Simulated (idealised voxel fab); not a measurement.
Process module name: voxel double patterning
Each square cell in cross-section cut measures 5 nm, and the section as a whole is 270 nm wide.
This document writes a cross-section as a grid whose cells are square, and gives it as bands, listed from the top down; one or more rows of cells form a band.
Per band: top height and bottom height in nm, followed by the left-to-right materials and their widths in nm; "full width" marks a single material spanning edge to edge, "blank" marks empty space.
For the purposes of this specification, 0 denotes the height below which the wafer in its as-received condition is composed wholly of one material, and the lowermost band, lacking a lower limit, extends downward without end, as expressed in "z 0 and below".
Graded width ("30->40"): value in top row of band = first number; value in bottom row = second number; row-to-row change constant.
For the purposes of this document, the phrase "changes: none" attached to a step denotes that no cell within the cross-section was modified by that step.
Empty spaces counting at least 8 cells and having no open way to the top are listed in "Closed internal voids". The notation width x height at distance is used for each, the distance being from the left edge and all three values in nm.
Post-settings text on a step line: simulator's own remark regarding the step.
overlay nm: step with mask; distance mask lay right of planned place; negative value = left of planned place.
[List of planned process steps]
- 1: RECEIVE: material Si
- 2: CONFORMAL_DEP: material SiN, thk nm 5
- 3: DIRECTIONAL_DEP: material SiO2, thk nm 15
- 4: DIRECTIONAL_DEP: material SiCN, thk nm 5
- 5: PATTERN: tone open, mask id FIRST, material resist, width nm 15, pitch nm 50, thk nm 20, overlay nm 0
- 6: DIRECTIONAL_ETCH: etch materials SiCN, depth nm 5
- 7: STRIP: etch materials resist
- 8: PATTERN: tone open, mask id SECOND, material resist, width nm 15, thk nm 20, overlay nm 0
- 9: DIRECTIONAL_ETCH: etch materials SiCN, depth nm 5
- 10: STRIP: etch materials resist
- 11: DIRECTIONAL_ETCH: etch materials SiO2, depth nm 15
- 12: STRIP: etch materials SiCN
[Received-state cross-section, reflecting completion of step 1]
    z 0 and below | Si full width
    Closed internal voids: none
[Final wafer profile in cross-section after the module, from the same start and plan as above, with one mistake made during processing]
    z 35 to 20 | 100 nm SiO2, 15 nm blank, 10 nm SiO2, 15 nm blank, 10 nm SiO2, 15 nm blank, 105 nm SiO2
    z 20 to 5 | SiO2 full width
    z 5 to 0 | SiN full width
    z 0 and below | Si full width
    Closed internal voids: none
So what did we get wrong on this run? twice, step 3 of the plan was run
